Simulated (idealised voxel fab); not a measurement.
process module | voxel wiring stack
cross-section cut | 180 nm wide | cells 5 nm
A cross-section is a grid of square cells, given in bands from the top down. A band is one or more rows of cells.
Each band's line starts with the height of the band's top and of its bottom, in nm. Then come its materials from left to right, each with its width in nm. One material with "throughout" fills the band from edge to edge. "air" is empty space.
Height 0 is the level under which the wafer as received is all one material. The lowest band goes on downwards, as in "0 down".
A width such as "30 to 40" changes by the same amount from each row of cells to the next, from the band's top row to its bottom row.
"no change" after a step means that no cell of the cross-section changed.
closed voids: empty space of 8 cells or more with no open way to the top, each as width x height at its distance from the left edge, in nm
after a step's settings: what the simulator itself notes on the step
overlay nm, on a step with a mask: how far to the right of its planned place the mask lay; to the left if negative
plan
1 op RECEIVE | material Si
2 op CONFORMAL_DEP | material SiO2 | thk nm 15
3 op CONFORMAL_DEP | material SiN | thk nm 5
4 op DIRECTIONAL_DEP | material SiO2 | thk nm 15
5 op DIRECTIONAL_DEP | material aC | thk nm 15
6 op PATTERN | tone open | mask id METAL_1 | material resist | width nm 25 | pitch nm 40 | thk nm 35 | overlay nm 0
7 op DIRECTIONAL_ETCH | etch materials aC | depth nm 15
8 op STRIP | etch materials resist
9 op DIRECTIONAL_ETCH | etch materials SiO2 | depth nm 15
10 op DIRECTIONAL_ETCH | etch materials SiN | depth nm 5
11 op STRIP | etch materials aC
12 op CONFORMAL_DEP | material TiN | thk nm 5
13 op FILL_DEP | material Cu | thk nm 5
14 op CMP | height nm 35
15 op EPI | material Ru | thk nm 5
16 op FILL_DEP | material SiCN | thk nm 5
17 op DIRECTIONAL_DEP | material SiO2 | thk nm 10
18 op PATTERN | tone open | mask id PLUG_1 | material resist | width nm 15 | pitch nm 40 | thk nm 15 | overlay nm 0
19 op DIRECTIONAL_ETCH | etch materials SiO2 | depth nm 10
20 op DIRECTIONAL_ETCH | etch materials SiCN | depth nm 5
21 op STRIP | etch materials resist
22 op CONFORMAL_DEP | material TiN | thk nm 5
23 op FILL_DEP | material Ru | thk nm 10
24 op CMP | height nm 55
25 op DIRECTIONAL_DEP | material TiN | thk nm 5
26 op DIRECTIONAL_DEP | material W | thk nm 15
27 op PATTERN | tone cover | mask id METAL_2 | material resist | width nm 25 | pitch nm 40 | thk nm 20 | overlay nm 0
28 op DIRECTIONAL_ETCH | etch materials W | depth nm 15
29 op DIRECTIONAL_ETCH | etch materials TiN | depth nm 5
30 op STRIP | etch materials resist
31 op CONFORMAL_DEP | material SiN | thk nm 5
32 op FILL_DEP | material lowk | thk nm 10
33 op CMP | height nm 75
34 op CONFORMAL_DEP | material SiCN | thk nm 5
35 op DIRECTIONAL_DEP | material SiO2 | thk nm 30
36 op DIRECTIONAL_DEP | material aC | thk nm 10
37 op PATTERN | tone open | mask id METAL_3_HOLES | material resist | width nm 15 | thk nm 30 | overlay nm 0
38 op DIRECTIONAL_ETCH | etch materials aC | depth nm 10
39 op STRIP | etch materials resist
40 op DIRECTIONAL_ETCH | etch materials SiO2 | depth nm 30
41 op STRIP | etch materials aC
42 op DIRECTIONAL_DEP | material aC | thk nm 15
43 op PATTERN | tone open | mask id METAL_3 | material resist | width nm 25 | pitch nm 40 | thk nm 30 | overlay nm 0
44 op DIRECTIONAL_ETCH | etch materials aC | depth nm 15
45 op STRIP | etch materials resist
46 op DIRECTIONAL_ETCH | etch materials SiO2 | depth nm 15
47 op DIRECTIONAL_ETCH | etch materials SiCN | depth nm 5
48 op STRIP | etch materials aC
49 op CONFORMAL_DEP | material TiN | thk nm 5
50 op FILL_DEP | material Cu | thk nm 5
51 op CMP | height nm 110
52 op CONFORMAL_DEP | material SiN | thk nm 5
first wafer, as planned
as received, after step 1
  0 down: Si throughout
  closed voids: none
after step 2
  15 to 0: SiO2 throughout
  below 0: unchanged
after step 3
  20 to 15: SiN throughout
  below 15: unchanged
after step 4
  35 to 20: SiO2 throughout
  below 20: unchanged
after step 5
  50 to 35: aC throughout
  below 35: unchanged
after step 6
  85 to 50: resist 55 | air 25 | resist 15 | air 25 | resist 60
  below 50: unchanged
after step 7
  70 to 50: resist 55 | air 25 | resist 15 | air 25 | resist 60
  50 to 35: aC 55 | air 25 | aC 15 | air 25 | aC 60
  below 35: unchanged
after step 8
  50 to 35: aC 55 | air 25 | aC 15 | air 25 | aC 60
  below 35: unchanged
after step 9
  50 to 35: aC 55 | air 25 | aC 15 | air 25 | aC 60
  35 to 20: SiO2 55 | air 25 | SiO2 15 | air 25 | SiO2 60
  below 20: unchanged
after step 10
  50 to 35: aC 55 | air 25 | aC 15 | air 25 | aC 60
  35 to 20: SiO2 55 | air 25 | SiO2 15 | air 25 | SiO2 60
  20 to 15: SiN 55 | air 25 | SiN 15 | air 25 | SiN 60
  below 15: unchanged
after step 11
  35 to 20: SiO2 55 | air 25 | SiO2 15 | air 25 | SiO2 60
  below 20: unchanged
after step 12
  40 to 35: TiN 60 | air 15 | TiN 25 | air 15 | TiN 65
  35 to 20: SiO2 55 | TiN 5 | air 15 | TiN 5 | SiO2 15 | TiN 5 | air 15 | TiN 5 | SiO2 60
  20 to 15: SiN 55 | TiN 25 | SiN 15 | TiN 25 | SiN 60
  below 15: unchanged
after step 13
  45 to 40: Cu throughout
  40 to 35: TiN 60 | Cu 15 | TiN 25 | Cu 15 | TiN 65
  35 to 20: SiO2 55 | TiN 5 | Cu 15 | TiN 5 | SiO2 15 | TiN 5 | Cu 15 | TiN 5 | SiO2 60
  below 20: unchanged
after step 14
  35 to 20: SiO2 55 | TiN 5 | Cu 15 | TiN 5 | SiO2 15 | TiN 5 | Cu 15 | TiN 5 | SiO2 60
  below 20: unchanged
after step 15
  40 to 35: air 50 | Ru 35 | air 5 | Ru 35 | air 55
  below 35: unchanged
after step 16
  45 to 40: SiCN throughout
  40 to 35: SiCN 50 | Ru 35 | SiCN 5 | Ru 35 | SiCN 55
  below 35: unchanged
after step 17
  55 to 45: SiO2 throughout
  below 45: unchanged
after step 18
  70 to 55: resist 55 | air 15 | resist 25 | air 15 | resist 70
  below 55: unchanged
after step 19
  70 to 55: resist 55 | air 15 | resist 25 | air 15 | resist 70
  55 to 45: SiO2 55 | air 15 | SiO2 25 | air 15 | SiO2 70
  below 45: unchanged
after step 20
  70 to 55: resist 55 | air 15 | resist 25 | air 15 | resist 70
  55 to 45: SiO2 55 | air 15 | SiO2 25 | air 15 | SiO2 70
  45 to 40: SiCN 55 | air 15 | SiCN 25 | air 15 | SiCN 70
  below 40: unchanged
after step 21
  55 to 45: SiO2 55 | air 15 | SiO2 25 | air 15 | SiO2 70
  below 45: unchanged
after step 22
  60 to 55: TiN 60 | air 5 | TiN 35 | air 5 | TiN 75
  55 to 45: SiO2 55 | TiN 5 | air 5 | TiN 5 | SiO2 25 | TiN 5 | air 5 | TiN 5 | SiO2 70
  45 to 40: SiCN 55 | TiN 15 | SiCN 25 | TiN 15 | SiCN 70
  below 40: unchanged
after step 23
  70 to 60: Ru throughout
  60 to 55: TiN 60 | Ru 5 | TiN 35 | Ru 5 | TiN 75
  55 to 45: SiO2 55 | TiN 5 | Ru 5 | TiN 5 | SiO2 25 | TiN 5 | Ru 5 | TiN 5 | SiO2 70
  below 45: unchanged
after step 24
  55 to 45: SiO2 55 | TiN 5 | Ru 5 | TiN 5 | SiO2 25 | TiN 5 | Ru 5 | TiN 5 | SiO2 70
  below 45: unchanged
after step 25
  60 to 55: TiN throughout
  below 55: unchanged
after step 26
  75 to 60: W throughout
  below 60: unchanged
after step 27
  95 to 75: air 55 | resist 25 | air 15 | resist 25 | air 60
  below 75: unchanged
after step 28
  95 to 75: air 55 | resist 25 | air 15 | resist 25 | air 60
  75 to 60: air 55 | W 25 | air 15 | W 25 | air 60
  below 60: unchanged
after step 29
  95 to 75: air 55 | resist 25 | air 15 | resist 25 | air 60
  75 to 60: air 55 | W 25 | air 15 | W 25 | air 60
  60 to 55: air 55 | TiN 25 | air 15 | TiN 25 | air 60
  below 55: unchanged
after step 30
  75 to 60: air 55 | W 25 | air 15 | W 25 | air 60
  below 60: unchanged
after step 31
  80 to 75: air 50 | SiN 35 | air 5 | SiN 35 | air 55
  75 to 60: air 50 | SiN 5 | W 25 | SiN 5 | air 5 | SiN 5 | W 25 | SiN 5 | air 55
  60 to 55: SiN 55 | TiN 25 | SiN 15 | TiN 25 | SiN 60
  below 55: unchanged
after step 32
  90 to 80: lowk throughout
  80 to 75: lowk 50 | SiN 35 | lowk 5 | SiN 35 | lowk 55
  75 to 60: lowk 50 | SiN 5 | W 25 | SiN 5 | lowk 5 | SiN 5 | W 25 | SiN 5 | lowk 55
  below 60: unchanged
after step 33
  75 to 60: lowk 50 | SiN 5 | W 25 | SiN 5 | lowk 5 | SiN 5 | W 25 | SiN 5 | lowk 55
  below 60: unchanged
after step 34
  80 to 75: SiCN throughout
  below 75: unchanged
after step 35
  110 to 80: SiO2 throughout
  below 80: unchanged
after step 36
  120 to 110: aC throughout
  below 110: unchanged
after step 37
  150 to 120: resist 55 | air 15 | resist 110
  below 120: unchanged
after step 38
  140 to 120: resist 55 | air 15 | resist 110
  120 to 110: aC 55 | air 15 | aC 110
  below 110: unchanged
after step 39
  120 to 110: aC 55 | air 15 | aC 110
  below 110: unchanged
after step 40
  120 to 110: aC 55 | air 15 | aC 110
  110 to 80: SiO2 55 | air 15 | SiO2 110
  below 80: unchanged
after step 41
  110 to 80: SiO2 55 | air 15 | SiO2 110
  below 80: unchanged
after step 42
  125 to 110: aC 55 | air 15 | aC 110
  110 to 95: SiO2 55 | air 15 | SiO2 110
  95 to 80: SiO2 55 | aC 15 | SiO2 110
  below 80: unchanged
after step 43
  155 to 125: resist 55 | air 25 | resist 15 | air 25 | resist 60
  below 125: unchanged
after step 44
  140 to 125: resist 55 | air 25 | resist 15 | air 25 | resist 60
  125 to 110: aC 55 | air 25 | aC 15 | air 25 | aC 60
  110 to 80: SiO2 55 | air 15 | SiO2 110
  below 80: unchanged
after step 45
  125 to 110: aC 55 | air 25 | aC 15 | air 25 | aC 60
  below 110: unchanged
after step 46
  125 to 110: aC 55 | air 25 | aC 15 | air 25 | aC 60
  110 to 95: SiO2 55 | air 25 | SiO2 15 | air 25 | SiO2 60
  below 95: unchanged
after step 47
  125 to 110: aC 55 | air 25 | aC 15 | air 25 | aC 60
  110 to 95: SiO2 55 | air 25 | SiO2 15 | air 25 | SiO2 60
  95 to 80: SiO2 55 | air 15 | SiO2 110
  80 to 75: SiCN 55 | air 15 | SiCN 110
  below 75: unchanged
after step 48
  110 to 95: SiO2 55 | air 25 | SiO2 15 | air 25 | SiO2 60
  below 95: unchanged
after step 49
  115 to 110: TiN 60 | air 15 | TiN 25 | air 15 | TiN 65
  110 to 100: SiO2 55 | TiN 5 | air 15 | TiN 5 | SiO2 15 | TiN 5 | air 15 | TiN 5 | SiO2 60
  100 to 95: SiO2 55 | TiN 5 | air 5 | TiN 15 | SiO2 15 | TiN 25 | SiO2 60
  95 to 80: SiO2 55 | TiN 5 | air 5 | TiN 5 | SiO2 110
  80 to 75: SiCN 55 | TiN 15 | SiCN 110
  below 75: unchanged
after step 50
  120 to 115: Cu throughout
  115 to 110: TiN 60 | Cu 15 | TiN 25 | Cu 15 | TiN 65
  110 to 100: SiO2 55 | TiN 5 | Cu 15 | TiN 5 | SiO2 15 | TiN 5 | Cu 15 | TiN 5 | SiO2 60
  100 to 95: SiO2 55 | TiN 5 | Cu 5 | TiN 15 | SiO2 15 | TiN 25 | SiO2 60
  95 to 80: SiO2 55 | TiN 5 | Cu 5 | TiN 5 | SiO2 110
  below 80: unchanged
after step 51
  110 to 100: SiO2 55 | TiN 5 | Cu 15 | TiN 5 | SiO2 15 | TiN 5 | Cu 15 | TiN 5 | SiO2 60
  below 100: unchanged
after step 52
  115 to 110: SiN throughout
  below 110: unchanged
second wafer: like start, like plan, one mistake. Through step 2 it matches the first wafer
when step 3 should have ended: no change
when step 4 should have ended
  30 to 0: SiO2 throughout
  below 0: unchanged
when step 5 should have ended
  45 to 30: aC throughout
  below 30: unchanged
when step 6 should have ended
  80 to 45: resist 55 | air 25 | resist 15 | air 25 | resist 60
  below 45: unchanged
when step 7 should have ended
  65 to 45: resist 55 | air 25 | resist 15 | air 25 | resist 60
  45 to 30: aC 55 | air 25 | aC 15 | air 25 | aC 60
  below 30: unchanged
when step 8 should have ended
  45 to 30: aC 55 | air 25 | aC 15 | air 25 | aC 60
  below 30: unchanged
when step 9 should have ended
  45 to 30: aC 55 | air 25 | aC 15 | air 25 | aC 60
  30 to 15: SiO2 55 | air 25 | SiO2 15 | air 25 | SiO2 60
  below 15: unchanged
when step 10 should have ended: no change
when step 11 should have ended
  30 to 15: SiO2 55 | air 25 | SiO2 15 | air 25 | SiO2 60
  below 15: unchanged
when step 12 should have ended
  35 to 30: TiN 60 | air 15 | TiN 25 | air 15 | TiN 65
  30 to 20: SiO2 55 | TiN 5 | air 15 | TiN 5 | SiO2 15 | TiN 5 | air 15 | TiN 5 | SiO2 60
  20 to 15: SiO2 55 | TiN 25 | SiO2 15 | TiN 25 | SiO2 60
  below 15: unchanged
when step 13 should have ended
  40 to 35: Cu throughout
  35 to 30: TiN 60 | Cu 15 | TiN 25 | Cu 15 | TiN 65
  30 to 20: SiO2 55 | TiN 5 | Cu 15 | TiN 5 | SiO2 15 | TiN 5 | Cu 15 | TiN 5 | SiO2 60
  below 20: unchanged
when step 14 should have ended
  35 to 30: TiN 60 | Cu 15 | TiN 25 | Cu 15 | TiN 65
  below 30: unchanged
when step 15 should have ended
  40 to 35: Ru throughout
  below 35: unchanged
when step 16 should have ended
  45 to 40: SiCN throughout
  below 40: unchanged
when step 17 should have ended
  55 to 45: SiO2 throughout
  below 45: unchanged
when step 18 should have ended
  70 to 55: resist 55 | air 15 | resist 25 | air 15 | resist 70
  below 55: unchanged
when step 19 should have ended
  70 to 55: resist 55 | air 15 | resist 25 | air 15 | resist 70
  55 to 45: SiO2 55 | air 15 | SiO2 25 | air 15 | SiO2 70
  below 45: unchanged
when step 20 should have ended
  70 to 55: resist 55 | air 15 | resist 25 | air 15 | resist 70
  55 to 45: SiO2 55 | air 15 | SiO2 25 | air 15 | SiO2 70
  45 to 40: SiCN 55 | air 15 | SiCN 25 | air 15 | SiCN 70
  below 40: unchanged
when step 21 should have ended
  55 to 45: SiO2 55 | air 15 | SiO2 25 | air 15 | SiO2 70
  below 45: unchanged
when step 22 should have ended
  60 to 55: TiN 60 | air 5 | TiN 35 | air 5 | TiN 75
  55 to 45: SiO2 55 | TiN 5 | air 5 | TiN 5 | SiO2 25 | TiN 5 | air 5 | TiN 5 | SiO2 70
  45 to 40: SiCN 55 | TiN 15 | SiCN 25 | TiN 15 | SiCN 70
  below 40: unchanged
when step 23 should have ended
  70 to 60: Ru throughout
  60 to 55: TiN 60 | Ru 5 | TiN 35 | Ru 5 | TiN 75
  55 to 45: SiO2 55 | TiN 5 | Ru 5 | TiN 5 | SiO2 25 | TiN 5 | Ru 5 | TiN 5 | SiO2 70
  below 45: unchanged
when step 24 should have ended
  55 to 45: SiO2 55 | TiN 5 | Ru 5 | TiN 5 | SiO2 25 | TiN 5 | Ru 5 | TiN 5 | SiO2 70
  below 45: unchanged
when step 25 should have ended
  60 to 55: TiN throughout
  below 55: unchanged
when step 26 should have ended
  75 to 60: W throughout
  below 60: unchanged
when step 27 should have ended
  95 to 75: air 55 | resist 25 | air 15 | resist 25 | air 60
  below 75: unchanged
when step 28 should have ended
  95 to 75: air 55 | resist 25 | air 15 | resist 25 | air 60
  75 to 60: air 55 | W 25 | air 15 | W 25 | air 60
  below 60: unchanged
when step 29 should have ended
  95 to 75: air 55 | resist 25 | air 15 | resist 25 | air 60
  75 to 60: air 55 | W 25 | air 15 | W 25 | air 60
  60 to 55: air 55 | TiN 25 | air 15 | TiN 25 | air 60
  below 55: unchanged
when step 30 should have ended
  75 to 60: air 55 | W 25 | air 15 | W 25 | air 60
  below 60: unchanged
when step 31 should have ended
  80 to 75: air 50 | SiN 35 | air 5 | SiN 35 | air 55
  75 to 60: air 50 | SiN 5 | W 25 | SiN 5 | air 5 | SiN 5 | W 25 | SiN 5 | air 55
  60 to 55: SiN 55 | TiN 25 | SiN 15 | TiN 25 | SiN 60
  below 55: unchanged
when step 32 should have ended
  90 to 80: lowk throughout
  80 to 75: lowk 50 | SiN 35 | lowk 5 | SiN 35 | lowk 55
  75 to 60: lowk 50 | SiN 5 | W 25 | SiN 5 | lowk 5 | SiN 5 | W 25 | SiN 5 | lowk 55
  below 60: unchanged
when step 33 should have ended
  75 to 60: lowk 50 | SiN 5 | W 25 | SiN 5 | lowk 5 | SiN 5 | W 25 | SiN 5 | lowk 55
  below 60: unchanged
when step 34 should have ended
  80 to 75: SiCN throughout
  below 75: unchanged
when step 35 should have ended
  110 to 80: SiO2 throughout
  below 80: unchanged
when step 36 should have ended
  120 to 110: aC throughout
  below 110: unchanged
when step 37 should have ended
  150 to 120: resist 55 | air 15 | resist 110
  below 120: unchanged
when step 38 should have ended
  140 to 120: resist 55 | air 15 | resist 110
  120 to 110: aC 55 | air 15 | aC 110
  below 110: unchanged
when step 39 should have ended
  120 to 110: aC 55 | air 15 | aC 110
  below 110: unchanged
when step 40 should have ended
  120 to 110: aC 55 | air 15 | aC 110
  110 to 80: SiO2 55 | air 15 | SiO2 110
  below 80: unchanged
when step 41 should have ended
  110 to 80: SiO2 55 | air 15 | SiO2 110
  below 80: unchanged
when step 42 should have ended
  125 to 110: aC 55 | air 15 | aC 110
  110 to 95: SiO2 55 | air 15 | SiO2 110
  95 to 80: SiO2 55 | aC 15 | SiO2 110
  below 80: unchanged
when step 43 should have ended
  155 to 125: resist 55 | air 25 | resist 15 | air 25 | resist 60
  below 125: unchanged
when step 44 should have ended
  140 to 125: resist 55 | air 25 | resist 15 | air 25 | resist 60
  125 to 110: aC 55 | air 25 | aC 15 | air 25 | aC 60
  110 to 80: SiO2 55 | air 15 | SiO2 110
  below 80: unchanged
when step 45 should have ended
  125 to 110: aC 55 | air 25 | aC 15 | air 25 | aC 60
  below 110: unchanged
when step 46 should have ended
  125 to 110: aC 55 | air 25 | aC 15 | air 25 | aC 60
  110 to 95: SiO2 55 | air 25 | SiO2 15 | air 25 | SiO2 60
  below 95: unchanged
when step 47 should have ended
  125 to 110: aC 55 | air 25 | aC 15 | air 25 | aC 60
  110 to 95: SiO2 55 | air 25 | SiO2 15 | air 25 | SiO2 60
  95 to 80: SiO2 55 | air 15 | SiO2 110
  80 to 75: SiCN 55 | air 15 | SiCN 110
  below 75: unchanged
when step 48 should have ended
  110 to 95: SiO2 55 | air 25 | SiO2 15 | air 25 | SiO2 60
  below 95: unchanged
when step 49 should have ended
  115 to 110: TiN 60 | air 15 | TiN 25 | air 15 | TiN 65
  110 to 100: SiO2 55 | TiN 5 | air 15 | TiN 5 | SiO2 15 | TiN 5 | air 15 | TiN 5 | SiO2 60
  100 to 95: SiO2 55 | TiN 5 | air 5 | TiN 15 | SiO2 15 | TiN 25 | SiO2 60
  95 to 80: SiO2 55 | TiN 5 | air 5 | TiN 5 | SiO2 110
  80 to 75: SiCN 55 | TiN 15 | SiCN 110
  below 75: unchanged
when step 50 should have ended
  120 to 115: Cu throughout
  115 to 110: TiN 60 | Cu 15 | TiN 25 | Cu 15 | TiN 65
  110 to 100: SiO2 55 | TiN 5 | Cu 15 | TiN 5 | SiO2 15 | TiN 5 | Cu 15 | TiN 5 | SiO2 60
  100 to 95: SiO2 55 | TiN 5 | Cu 5 | TiN 15 | SiO2 15 | TiN 25 | SiO2 60
  95 to 80: SiO2 55 | TiN 5 | Cu 5 | TiN 5 | SiO2 110
  below 80: unchanged
when step 51 should have ended
  110 to 100: SiO2 55 | TiN 5 | Cu 15 | TiN 5 | SiO2 15 | TiN 5 | Cu 15 | TiN 5 | SiO2 60
  below 100: unchanged
when step 52 should have ended
  115 to 110: SiN throughout
  below 110: unchanged
what went wrong: step 3 was left out
at the end the second wafer has, in cells: 22 more of Ru | 22 fewer of SiCN | 26 fewer of SiN | 26 more of TiN
